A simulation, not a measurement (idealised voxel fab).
process module | voxel air gaps
cross-section cut | 265 nm wide | cells 5 nm
A cross-section is a grid of square cells, given in bands from the top down. A band is one or more rows of cells.
Each band's line starts with the height of the band's top and of its bottom, in nm. Then come its materials from left to right, each with its width in nm. One material with "throughout" fills the band from edge to edge. "air" is empty space.
Height 0 is the level under which the wafer as received is all one material. The lowest band goes on downwards, as in "0 down".
A width such as "30 to 40" changes by the same amount from each row of cells to the next, from the band's top row to its bottom row.
"no change" after a step means that no cell of the cross-section changed.
closed voids: empty space of 8 cells or more with no open way to the top, each as width x height at its distance from the left edge, in nm
after a step's settings: what the simulator itself notes on the step
overlay nm, on a step with a mask: how far to the right of its planned place the mask lay; to the left if negative
plan
1 op RECEIVE | material Si
2 op CONFORMAL_DEP | material SiO2 | thk nm 10
3 op CONFORMAL_DEP | material SiCN | thk nm 5
4 op DIRECTIONAL_DEP | material lowk | thk nm 40
5 op MASKED_ETCH | tone open | mask id LINES | width nm 20 | pitch nm 45 | etch materials lowk | depth nm 40 | overlay nm 0
6 op CONFORMAL_DEP | material TiN | thk nm 5
7 op FILL_DEP | material W | thk nm 5
8 op CMP | height nm 55
9 op EPI | material Ru | thk nm 10
10 op SELECTIVE_ETCH | etch materials lowk | depth nm 50
11 op CONFORMAL_DEP | material SiCN | thk nm 5
as received, after step 1
  0 down: Si throughout
  closed voids: none
a wafer at the end: this start, this plan, one mistake
  70 to 65: SiCN throughout
  65 to 55: Ru throughout
  55 to 50: TiN 80 | W 10 | TiN 35 | W 10 | TiN 35 | W 10 | TiN 85
  50 to 15: lowk 75 | TiN 5 | W 10 | TiN 5 | lowk 25 | TiN 5 | W 10 | TiN 5 | lowk 25 | TiN 5 | W 10 | TiN 5 | lowk 80
  15 to 10: lowk 75 | TiN 20 | lowk 25 | TiN 20 | lowk 25 | TiN 20 | lowk 80
  10 to 0: SiO2 throughout
  0 down: Si throughout
  closed voids: none
what went wrong: step 3 was left out
